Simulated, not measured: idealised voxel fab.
process module | voxel transistor to metal
cross-section cut | 180 nm wide | cells 5 nm
A cross-section is a grid of square cells, given in bands from the top down. A band is one or more rows of cells.
Each band's line starts with the height of the band's top and of its bottom, in nm. Then come its materials from left to right, each with its width in nm. One material with "throughout" fills the band from edge to edge. "air" is empty space.
Height 0 is the level under which the wafer as received is all one material. The lowest band goes on downwards, as in "0 down".
A width such as "30 to 40" changes by the same amount from each row of cells to the next, from the band's top row to its bottom row.
"no change" after a step means that no cell of the cross-section changed.
closed voids: empty space of 8 cells or more with no open way to the top, each as width x height at its distance from the left edge, in nm
after a step's settings: what the simulator itself notes on the step
overlay nm, on a step with a mask: how far to the right of its planned place the mask lay; to the left if negative
plan
1 op RECEIVE | material Si
2 op OXIDIZE | depth nm 5
3 op CONFORMAL_DEP | material SiN | thk nm 15
4 op DIRECTIONAL_DEP | material aC | thk nm 10
5 op PATTERN | tone cover | mask id ACTIVE | material resist | width nm 100 | thk nm 25 | overlay nm 0
6 op DIRECTIONAL_ETCH | etch materials aC | depth nm 10
7 op STRIP | etch materials resist
8 op DIRECTIONAL_ETCH | etch materials SiN | depth nm 15
9 op DIRECTIONAL_ETCH | etch materials SiO2 | depth nm 5
10 op DIRECTIONAL_ETCH | etch materials Si | depth nm 30
11 op STRIP | etch materials aC
12 op FILL_DEP | material SiO2 | thk nm 5
13 op CMP | height nm 15
14 op SELECTIVE_ETCH | etch materials SiO2 | depth nm 15
15 op STRIP | etch materials SiN
16 op SELECTIVE_ETCH | etch materials SiO2 | depth nm 5
17 op OXIDIZE | depth nm 5
18 op DIRECTIONAL_DEP | material polySi | thk nm 30
19 op DIRECTIONAL_DEP | material SiCN | thk nm 15
20 op PATTERN | tone cover | mask id GATE | material resist | width nm 20 | thk nm 20 | overlay nm 0
21 op DIRECTIONAL_ETCH | etch materials SiCN | depth nm 25
22 op DIRECTIONAL_ETCH | etch materials polySi | depth nm 40
23 op STRIP | etch materials resist
24 op CONFORMAL_DEP | material SiO2 | thk nm 5
25 op DIRECTIONAL_ETCH | etch materials SiO2 | depth nm 5
26 op CONFORMAL_DEP | material SiN | thk nm 10
27 op DIRECTIONAL_ETCH | etch materials SiN | depth nm 10
28 op DIRECTIONAL_ETCH | etch materials SiO2 | depth nm 5
29 op EPI | material SiGe | thk nm 5
30 op FILL_DEP | material SiO2 | thk nm 10
31 op CMP | height nm 40
32 op DIRECTIONAL_DEP | material SiO2 | thk nm 15
33 op MASKED_ETCH | tone open | mask id CONTACT | width nm 30 | pitch nm 60 | etch materials SiO2 | depth nm 60 | overlay nm 0
34 op CONFORMAL_DEP | material TiN | thk nm 5
35 op FILL_DEP | material W | thk nm 10
36 op CMP | height nm 55
37 op CONFORMAL_DEP | material SiCN | thk nm 5
38 op DIRECTIONAL_DEP | material lowk | thk nm 20
39 op MASKED_ETCH | tone open | mask id METAL_1 | width nm 15 | pitch nm 75 | etch materials lowk | depth nm 20 | overlay nm 0
40 op MASKED_ETCH | tone open | mask id METAL_1 | width nm 15 | pitch nm 75 | etch materials SiCN | depth nm 5 | overlay nm 0
41 op CONFORMAL_DEP | material TiN | thk nm 5
42 op FILL_DEP | material Cu | thk nm 5
43 op CMP | height nm 80
44 op EPI | material Ru | thk nm 5
45 op FILL_DEP | material SiCN | thk nm 5
46 op DIRECTIONAL_DEP | material lowk | thk nm 30
47 op MASKED_ETCH | tone open | mask id METAL_2 | width nm 15 | pitch nm 75 | etch materials lowk | depth nm 15 | overlay nm 0
48 op PATTERN | tone open | mask id METAL_2_HOLES | material resist | width nm 15 | pitch nm 75 | thk nm 20 | overlay nm 0
49 op DIRECTIONAL_ETCH | etch materials lowk | depth nm 15
50 op DIRECTIONAL_ETCH | etch materials SiCN | depth nm 5
51 op STRIP | etch materials resist
52 op CONFORMAL_DEP | material TiN | thk nm 5
53 op FILL_DEP | material Cu | thk nm 10
54 op CMP | height nm 120
55 op CONFORMAL_DEP | material SiCN | thk nm 5
first wafer, as planned
as received, after step 1
  0 down: Si throughout
  closed voids: none
after step 2
  0 to -5: SiO2 throughout
  below -5: unchanged
after step 3
  15 to 0: SiN throughout
  below 0: unchanged
after step 4
  25 to 15: aC throughout
  below 15: unchanged
after step 5
  50 to 25: air 40 | resist 100 | air 40
  below 25: unchanged
after step 6
  40 to 25: air 40 | resist 100 | air 40
  25 to 15: air 40 | aC 100 | air 40
  below 15: unchanged
after step 7
  25 to 15: air 40 | aC 100 | air 40
  below 15: unchanged
after step 8
  25 to 15: air 40 | aC 100 | air 40
  15 to 0: air 40 | SiN 100 | air 40
  below 0: unchanged
after step 9
  25 to 15: air 40 | aC 100 | air 40
  15 to 0: air 40 | SiN 100 | air 40
  0 to -5: air 40 | SiO2 100 | air 40
  below -5: unchanged
after step 10
  25 to 15: air 40 | aC 100 | air 40
  15 to 0: air 40 | SiN 100 | air 40
  0 to -5: air 40 | SiO2 100 | air 40
  -5 to -35: air 40 | Si 100 | air 40
  below -35: unchanged
after step 11
  15 to 0: air 40 | SiN 100 | air 40
  below 0: unchanged
after step 12
  20 to 15: SiO2 throughout
  15 to 0: SiO2 40 | SiN 100 | SiO2 40
  0 to -5: SiO2 throughout
  -5 to -35: SiO2 40 | Si 100 | SiO2 40
  below -35: unchanged
after step 13
  15 to 0: SiO2 40 | SiN 100 | SiO2 40
  below 0: unchanged
after step 14
  15 to 0: air 40 | SiN 100 | air 40
  below 0: unchanged
after step 15
  0 to -5: SiO2 throughout
  below -5: unchanged
after step 16
  -5 to -35: SiO2 40 | Si 100 | SiO2 40
  below -35: unchanged
after step 17
  -5 to -10: SiO2 throughout
  below -10: unchanged
after step 18
  25 to -5: polySi throughout
  below -5: unchanged
after step 19
  40 to 25: SiCN throughout
  below 25: unchanged
after step 20
  60 to 40: air 80 | resist 20 | air 80
  below 40: unchanged
after step 21
  60 to 40: air 80 | resist 20 | air 80
  40 to 25: air 80 | SiCN 20 | air 80
  below 25: unchanged
after step 22
  60 to 40: air 80 | resist 20 | air 80
  40 to 25: air 80 | SiCN 20 | air 80
  25 to -5: air 80 | polySi 20 | air 80
  below -5: unchanged
after step 23
  40 to 25: air 80 | SiCN 20 | air 80
  below 25: unchanged
after step 24
  45 to 40: air 75 | SiO2 30 | air 75
  40 to 25: air 75 | SiO2 5 | SiCN 20 | SiO2 5 | air 75
  25 to 0: air 75 | SiO2 5 | polySi 20 | SiO2 5 | air 75
  0 to -5: SiO2 80 | polySi 20 | SiO2 80
  below -5: unchanged
after step 25
  40 to 25: air 75 | SiO2 5 | SiCN 20 | SiO2 5 | air 75
  25 to -5: air 75 | SiO2 5 | polySi 20 | SiO2 5 | air 75
  below -5: unchanged
after step 26
  50 to 40: air 65 | SiN 50 | air 65
  40 to 25: air 65 | SiN 10 | SiO2 5 | SiCN 20 | SiO2 5 | SiN 10 | air 65
  25 to 5: air 65 | SiN 10 | SiO2 5 | polySi 20 | SiO2 5 | SiN 10 | air 65
  5 to -5: SiN 75 | SiO2 5 | polySi 20 | SiO2 5 | SiN 75
  below -5: unchanged
after step 27
  40 to 25: air 65 | SiN 10 | SiO2 5 | SiCN 20 | SiO2 5 | SiN 10 | air 65
  25 to -5: air 65 | SiN 10 | SiO2 5 | polySi 20 | SiO2 5 | SiN 10 | air 65
  below -5: unchanged
after step 28
  40 to 35: air 65 | SiN 10 | air 5 | SiCN 20 | air 5 | SiN 10 | air 65
  35 to 25: air 65 | SiN 10 | SiO2 5 | SiCN 20 | SiO2 5 | SiN 10 | air 65
  25 to -5: air 65 | SiN 10 | SiO2 5 | polySi 20 | SiO2 5 | SiN 10 | air 65
  -5 to -10: air 65 | SiO2 50 | air 65
  below -10: unchanged
after step 29
  40 to 35: air 65 | SiN 10 | air 5 | SiCN 20 | air 5 | SiN 10 | air 65
  35 to 25: air 65 | SiN 10 | SiO2 5 | SiCN 20 | SiO2 5 | SiN 10 | air 65
  25 to -5: air 65 | SiN 10 | SiO2 5 | polySi 20 | SiO2 5 | SiN 10 | air 65
  -5 to -10: air 35 | SiGe 30 | SiO2 50 | SiGe 30 | air 35
  below -10: unchanged
after step 30
  50 to 40: SiO2 throughout
  40 to 25: SiO2 65 | SiN 10 | SiO2 5 | SiCN 20 | SiO2 5 | SiN 10 | SiO2 65
  25 to -5: SiO2 65 | SiN 10 | SiO2 5 | polySi 20 | SiO2 5 | SiN 10 | SiO2 65
  -5 to -10: SiO2 35 | SiGe 30 | SiO2 50 | SiGe 30 | SiO2 35
  below -10: unchanged
after step 31
  40 to 25: SiO2 65 | SiN 10 | SiO2 5 | SiCN 20 | SiO2 5 | SiN 10 | SiO2 65
  below 25: unchanged
after step 32
  55 to 40: SiO2 throughout
  below 40: unchanged
after step 33
  55 to 40: SiO2 45 | air 30 | SiO2 30 | air 30 | SiO2 45
  40 to 25: SiO2 45 | air 20 | SiN 10 | SiO2 5 | SiCN 20 | SiO2 5 | SiN 10 | air 20 | SiO2 45
  25 to -5: SiO2 45 | air 20 | SiN 10 | SiO2 5 | polySi 20 | SiO2 5 | SiN 10 | air 20 | SiO2 45
  below -5: unchanged
after step 34
  60 to 55: TiN 50 | air 20 | TiN 40 | air 20 | TiN 50
  55 to 45: SiO2 45 | TiN 5 | air 20 | TiN 5 | SiO2 30 | TiN 5 | air 20 | TiN 5 | SiO2 45
  45 to 40: SiO2 45 | TiN 5 | air 10 | TiN 15 | SiO2 30 | TiN 15 | air 10 | TiN 5 | SiO2 45
  40 to 25: SiO2 45 | TiN 5 | air 10 | TiN 5 | SiN 10 | SiO2 5 | SiCN 20 | SiO2 5 | SiN 10 | TiN 5 | air 10 | TiN 5 | SiO2 45
  25 to 0: SiO2 45 | TiN 5 | air 10 | TiN 5 | SiN 10 | SiO2 5 | polySi 20 | SiO2 5 | SiN 10 | TiN 5 | air 10 | TiN 5 | SiO2 45
  0 to -5: SiO2 45 | TiN 20 | SiN 10 | SiO2 5 | polySi 20 | SiO2 5 | SiN 10 | TiN 20 | SiO2 45
  below -5: unchanged
after step 35
  70 to 60: W throughout
  60 to 55: TiN 50 | W 20 | TiN 40 | W 20 | TiN 50
  55 to 45: SiO2 45 | TiN 5 | W 20 | TiN 5 | SiO2 30 | TiN 5 | W 20 | TiN 5 | SiO2 45
  45 to 40: SiO2 45 | TiN 5 | W 10 | TiN 15 | SiO2 30 | TiN 15 | W 10 | TiN 5 | SiO2 45
  40 to 25: SiO2 45 | TiN 5 | W 10 | TiN 5 | SiN 10 | SiO2 5 | SiCN 20 | SiO2 5 | SiN 10 | TiN 5 | W 10 | TiN 5 | SiO2 45
  25 to 0: SiO2 45 | TiN 5 | W 10 | TiN 5 | SiN 10 | SiO2 5 | polySi 20 | SiO2 5 | SiN 10 | TiN 5 | W 10 | TiN 5 | SiO2 45
  below 0: unchanged
after step 36
  55 to 45: SiO2 45 | TiN 5 | W 20 | TiN 5 | SiO2 30 | TiN 5 | W 20 | TiN 5 | SiO2 45
  below 45: unchanged
after step 37
  60 to 55: SiCN throughout
  below 55: unchanged
after step 38
  80 to 60: lowk throughout
  below 60: unchanged
after step 39
  80 to 60: lowk 45 | air 15 | lowk 60 | air 15 | lowk 45
  below 60: unchanged
after step 40
  80 to 60: lowk 45 | air 15 | lowk 60 | air 15 | lowk 45
  60 to 55: SiCN 45 | air 15 | SiCN 60 | air 15 | SiCN 45
  below 55: unchanged
after step 41
  85 to 80: TiN 50 | air 5 | TiN 70 | air 5 | TiN 50
  80 to 60: lowk 45 | TiN 5 | air 5 | TiN 5 | lowk 60 | TiN 5 | air 5 | TiN 5 | lowk 45
  60 to 55: SiCN 45 | TiN 15 | SiCN 60 | TiN 15 | SiCN 45
  below 55: unchanged
after step 42
  90 to 85: Cu throughout
  85 to 80: TiN 50 | Cu 5 | TiN 70 | Cu 5 | TiN 50
  80 to 60: lowk 45 | TiN 5 | Cu 5 | TiN 5 | lowk 60 | TiN 5 | Cu 5 | TiN 5 | lowk 45
  below 60: unchanged
after step 43
  80 to 60: lowk 45 | TiN 5 | Cu 5 | TiN 5 | lowk 60 | TiN 5 | Cu 5 | TiN 5 | lowk 45
  below 60: unchanged
after step 44
  85 to 80: air 40 | Ru 25 | air 50 | Ru 25 | air 40
  below 80: unchanged
after step 45
  90 to 85: SiCN throughout
  85 to 80: SiCN 40 | Ru 25 | SiCN 50 | Ru 25 | SiCN 40
  below 80: unchanged
after step 46
  120 to 90: lowk throughout
  below 90: unchanged
after step 47
  120 to 105: lowk 45 | air 15 | lowk 60 | air 15 | lowk 45
  below 105: unchanged
after step 48
  140 to 120: resist 45 | air 15 | resist 60 | air 15 | resist 45
  below 120: unchanged
after step 49
  140 to 120: resist 45 | air 15 | resist 60 | air 15 | resist 45
  120 to 90: lowk 45 | air 15 | lowk 60 | air 15 | lowk 45
  below 90: unchanged
after step 50
  140 to 120: resist 45 | air 15 | resist 60 | air 15 | resist 45
  120 to 90: lowk 45 | air 15 | lowk 60 | air 15 | lowk 45
  90 to 85: SiCN 45 | air 15 | SiCN 60 | air 15 | SiCN 45
  below 85: unchanged
after step 51
  120 to 90: lowk 45 | air 15 | lowk 60 | air 15 | lowk 45
  below 90: unchanged
after step 52
  125 to 120: TiN 50 | air 5 | TiN 70 | air 5 | TiN 50
  120 to 90: lowk 45 | TiN 5 | air 5 | TiN 5 | lowk 60 | TiN 5 | air 5 | TiN 5 | lowk 45
  90 to 85: SiCN 45 | TiN 15 | SiCN 60 | TiN 15 | SiCN 45
  below 85: unchanged
after step 53
  135 to 125: Cu throughout
  125 to 120: TiN 50 | Cu 5 | TiN 70 | Cu 5 | TiN 50
  120 to 90: lowk 45 | TiN 5 | Cu 5 | TiN 5 | lowk 60 | TiN 5 | Cu 5 | TiN 5 | lowk 45
  below 90: unchanged
after step 54
  120 to 90: lowk 45 | TiN 5 | Cu 5 | TiN 5 | lowk 60 | TiN 5 | Cu 5 | TiN 5 | lowk 45
  below 90: unchanged
after step 55
  125 to 120: SiCN throughout
  below 120: unchanged
second wafer: like start, like plan, one mistake. Through step 14 it matches the first wafer
when step 15 should have ended
  15 to 0: air 40 | SiN 100 | air 40
  0 to -5: air 45 | SiO2 90 | air 45
  below -5: unchanged
when step 16 should have ended
  0 to -5: air 45 | SiO2 90 | air 45
  below -5: unchanged
when step 17 should have ended
  0 to -5: air 45 | SiO2 90 | air 45
  -5 to -10: SiO2 50 | Si 80 | SiO2 50
  below -10: unchanged
when step 18 should have ended
  30 to 25: air 45 | polySi 90 | air 45
  25 to 0: polySi throughout
  0 to -5: polySi 45 | SiO2 90 | polySi 45
  below -5: unchanged
when step 19 should have ended
  45 to 40: air 45 | SiCN 90 | air 45
  40 to 30: SiCN throughout
  30 to 25: SiCN 45 | polySi 90 | SiCN 45
  below 25: unchanged
when step 20 should have ended
  65 to 45: air 80 | resist 20 | air 80
  below 45: unchanged
when step 21 should have ended
  65 to 45: air 80 | resist 20 | air 80
  45 to 30: air 80 | SiCN 20 | air 80
  30 to 25: air 45 | polySi 90 | air 45
  below 25: unchanged
when step 22 should have ended
  65 to 45: air 80 | resist 20 | air 80
  45 to 30: air 80 | SiCN 20 | air 80
  30 to 0: air 80 | polySi 20 | air 80
  0 to -5: air 45 | SiO2 90 | air 45
  below -5: unchanged
when step 23 should have ended
  45 to 30: air 80 | SiCN 20 | air 80
  below 30: unchanged
when step 24 should have ended
  50 to 45: air 75 | SiO2 30 | air 75
  45 to 30: air 75 | SiO2 5 | SiCN 20 | SiO2 5 | air 75
  30 to 5: air 75 | SiO2 5 | polySi 20 | SiO2 5 | air 75
  5 to 0: air 40 | SiO2 40 | polySi 20 | SiO2 40 | air 40
  0 to -5: SiO2 throughout
  below -5: unchanged
when step 25 should have ended
  45 to 30: air 75 | SiO2 5 | SiCN 20 | SiO2 5 | air 75
  30 to 0: air 75 | SiO2 5 | polySi 20 | SiO2 5 | air 75
  0 to -5: air 40 | SiO2 100 | air 40
  below -5: unchanged
when step 26 should have ended
  55 to 45: air 65 | SiN 50 | air 65
  45 to 30: air 65 | SiN 10 | SiO2 5 | SiCN 20 | SiO2 5 | SiN 10 | air 65
  30 to 10: air 65 | SiN 10 | SiO2 5 | polySi 20 | SiO2 5 | SiN 10 | air 65
  10 to 5: air 30 | SiN 45 | SiO2 5 | polySi 20 | SiO2 5 | SiN 45 | air 30
  5 to 0: SiN 75 | SiO2 5 | polySi 20 | SiO2 5 | SiN 75
  0 to -5: SiN 40 | SiO2 100 | SiN 40
  below -5: unchanged
when step 27 should have ended
  45 to 30: air 65 | SiN 10 | SiO2 5 | SiCN 20 | SiO2 5 | SiN 10 | air 65
  30 to 0: air 65 | SiN 10 | SiO2 5 | polySi 20 | SiO2 5 | SiN 10 | air 65
  0 to -5: air 30 | SiN 10 | SiO2 100 | SiN 10 | air 30
  below -5: unchanged
when step 28 should have ended
  45 to 40: air 65 | SiN 10 | air 5 | SiCN 20 | air 5 | SiN 10 | air 65
  40 to 30: air 65 | SiN 10 | SiO2 5 | SiCN 20 | SiO2 5 | SiN 10 | air 65
  30 to 0: air 65 | SiN 10 | SiO2 5 | polySi 20 | SiO2 5 | SiN 10 | air 65
  0 to -5: air 30 | SiN 10 | air 25 | SiO2 50 | air 25 | SiN 10 | air 30
  -5 to -10: air 30 | SiO2 20 | Si 80 | SiO2 20 | air 30
  below -10: unchanged
when step 29 should have ended
  45 to 40: air 65 | SiN 10 | air 5 | SiCN 20 | air 5 | SiN 10 | air 65
  40 to 30: air 65 | SiN 10 | SiO2 5 | SiCN 20 | SiO2 5 | SiN 10 | air 65
  30 to 0: air 65 | SiN 10 | SiO2 5 | polySi 20 | SiO2 5 | SiN 10 | air 65
  0 to -5: air 30 | SiN 10 | air 5 | SiGe 20 | SiO2 50 | SiGe 20 | air 5 | SiN 10 | air 30
  below -5: unchanged
when step 30 should have ended
  55 to 45: SiO2 throughout
  45 to 30: SiO2 65 | SiN 10 | SiO2 5 | SiCN 20 | SiO2 5 | SiN 10 | SiO2 65
  30 to 0: SiO2 65 | SiN 10 | SiO2 5 | polySi 20 | SiO2 5 | SiN 10 | SiO2 65
  0 to -5: SiO2 30 | SiN 10 | SiO2 5 | SiGe 20 | SiO2 50 | SiGe 20 | SiO2 5 | SiN 10 | SiO2 30
  -5 to -10: SiO2 50 | Si 80 | SiO2 50
  below -10: unchanged
when step 31 should have ended
  40 to 30: SiO2 65 | SiN 10 | SiO2 5 | SiCN 20 | SiO2 5 | SiN 10 | SiO2 65
  below 30: unchanged
when step 32 should have ended
  55 to 40: SiO2 throughout
  below 40: unchanged
when step 33 should have ended
  55 to 40: SiO2 45 | air 30 | SiO2 30 | air 30 | SiO2 45
  40 to 30: SiO2 45 | air 20 | SiN 10 | SiO2 5 | SiCN 20 | SiO2 5 | SiN 10 | air 20 | SiO2 45
  30 to 0: SiO2 45 | air 20 | SiN 10 | SiO2 5 | polySi 20 | SiO2 5 | SiN 10 | air 20 | SiO2 45
  below 0: unchanged
when step 34 should have ended
  60 to 55: TiN 50 | air 20 | TiN 40 | air 20 | TiN 50
  55 to 45: SiO2 45 | TiN 5 | air 20 | TiN 5 | SiO2 30 | TiN 5 | air 20 | TiN 5 | SiO2 45
  45 to 40: SiO2 45 | TiN 5 | air 10 | TiN 15 | SiO2 30 | TiN 15 | air 10 | TiN 5 | SiO2 45
  40 to 30: SiO2 45 | TiN 5 | air 10 | TiN 5 | SiN 10 | SiO2 5 | SiCN 20 | SiO2 5 | SiN 10 | TiN 5 | air 10 | TiN 5 | SiO2 45
  30 to 5: SiO2 45 | TiN 5 | air 10 | TiN 5 | SiN 10 | SiO2 5 | polySi 20 | SiO2 5 | SiN 10 | TiN 5 | air 10 | TiN 5 | SiO2 45
  5 to 0: SiO2 45 | TiN 20 | SiN 10 | SiO2 5 | polySi 20 | SiO2 5 | SiN 10 | TiN 20 | SiO2 45
  below 0: unchanged
when step 35 should have ended
  70 to 60: W throughout
  60 to 55: TiN 50 | W 20 | TiN 40 | W 20 | TiN 50
  55 to 45: SiO2 45 | TiN 5 | W 20 | TiN 5 | SiO2 30 | TiN 5 | W 20 | TiN 5 | SiO2 45
  45 to 40: SiO2 45 | TiN 5 | W 10 | TiN 15 | SiO2 30 | TiN 15 | W 10 | TiN 5 | SiO2 45
  40 to 30: SiO2 45 | TiN 5 | W 10 | TiN 5 | SiN 10 | SiO2 5 | SiCN 20 | SiO2 5 | SiN 10 | TiN 5 | W 10 | TiN 5 | SiO2 45
  30 to 5: SiO2 45 | TiN 5 | W 10 | TiN 5 | SiN 10 | SiO2 5 | polySi 20 | SiO2 5 | SiN 10 | TiN 5 | W 10 | TiN 5 | SiO2 45
  below 5: unchanged
when step 36 should have ended
  55 to 45: SiO2 45 | TiN 5 | W 20 | TiN 5 | SiO2 30 | TiN 5 | W 20 | TiN 5 | SiO2 45
  below 45: unchanged
when step 37 should have ended
  60 to 55: SiCN throughout
  below 55: unchanged
when step 38 should have ended
  80 to 60: lowk throughout
  below 60: unchanged
when step 39 should have ended
  80 to 60: lowk 45 | air 15 | lowk 60 | air 15 | lowk 45
  below 60: unchanged
when step 40 should have ended
  80 to 60: lowk 45 | air 15 | lowk 60 | air 15 | lowk 45
  60 to 55: SiCN 45 | air 15 | SiCN 60 | air 15 | SiCN 45
  below 55: unchanged
when step 41 should have ended
  85 to 80: TiN 50 | air 5 | TiN 70 | air 5 | TiN 50
  80 to 60: lowk 45 | TiN 5 | air 5 | TiN 5 | lowk 60 | TiN 5 | air 5 | TiN 5 | lowk 45
  60 to 55: SiCN 45 | TiN 15 | SiCN 60 | TiN 15 | SiCN 45
  below 55: unchanged
when step 42 should have ended
  90 to 85: Cu throughout
  85 to 80: TiN 50 | Cu 5 | TiN 70 | Cu 5 | TiN 50
  80 to 60: lowk 45 | TiN 5 | Cu 5 | TiN 5 | lowk 60 | TiN 5 | Cu 5 | TiN 5 | lowk 45
  below 60: unchanged
when step 43 should have ended
  80 to 60: lowk 45 | TiN 5 | Cu 5 | TiN 5 | lowk 60 | TiN 5 | Cu 5 | TiN 5 | lowk 45
  below 60: unchanged
when step 44 should have ended
  85 to 80: air 40 | Ru 25 | air 50 | Ru 25 | air 40
  below 80: unchanged
when step 45 should have ended
  90 to 85: SiCN throughout
  85 to 80: SiCN 40 | Ru 25 | SiCN 50 | Ru 25 | SiCN 40
  below 80: unchanged
when step 46 should have ended
  120 to 90: lowk throughout
  below 90: unchanged
when step 47 should have ended
  120 to 105: lowk 45 | air 15 | lowk 60 | air 15 | lowk 45
  below 105: unchanged
when step 48 should have ended
  140 to 120: resist 45 | air 15 | resist 60 | air 15 | resist 45
  below 120: unchanged
when step 49 should have ended
  140 to 120: resist 45 | air 15 | resist 60 | air 15 | resist 45
  120 to 90: lowk 45 | air 15 | lowk 60 | air 15 | lowk 45
  below 90: unchanged
when step 50 should have ended
  140 to 120: resist 45 | air 15 | resist 60 | air 15 | resist 45
  120 to 90: lowk 45 | air 15 | lowk 60 | air 15 | lowk 45
  90 to 85: SiCN 45 | air 15 | SiCN 60 | air 15 | SiCN 45
  below 85: unchanged
when step 51 should have ended
  120 to 90: lowk 45 | air 15 | lowk 60 | air 15 | lowk 45
  below 90: unchanged
when step 52 should have ended
  125 to 120: TiN 50 | air 5 | TiN 70 | air 5 | TiN 50
  120 to 90: lowk 45 | TiN 5 | air 5 | TiN 5 | lowk 60 | TiN 5 | air 5 | TiN 5 | lowk 45
  90 to 85: SiCN 45 | TiN 15 | SiCN 60 | TiN 15 | SiCN 45
  below 85: unchanged
when step 53 should have ended
  135 to 125: Cu throughout
  125 to 120: TiN 50 | Cu 5 | TiN 70 | Cu 5 | TiN 50
  120 to 90: lowk 45 | TiN 5 | Cu 5 | TiN 5 | lowk 60 | TiN 5 | Cu 5 | TiN 5 | lowk 45
  below 90: unchanged
when step 54 should have ended
  120 to 90: lowk 45 | TiN 5 | Cu 5 | TiN 5 | lowk 60 | TiN 5 | Cu 5 | TiN 5 | lowk 45
  below 90: unchanged
when step 55 should have ended
  125 to 120: SiCN throughout
  below 120: unchanged
what went wrong: steps 15 and 16 were swapped
at the end the second wafer has, in cells: 16 more of Si | 4 fewer of SiCN | 4 fewer of SiGe | 4 fewer of TiN | 4 fewer of W
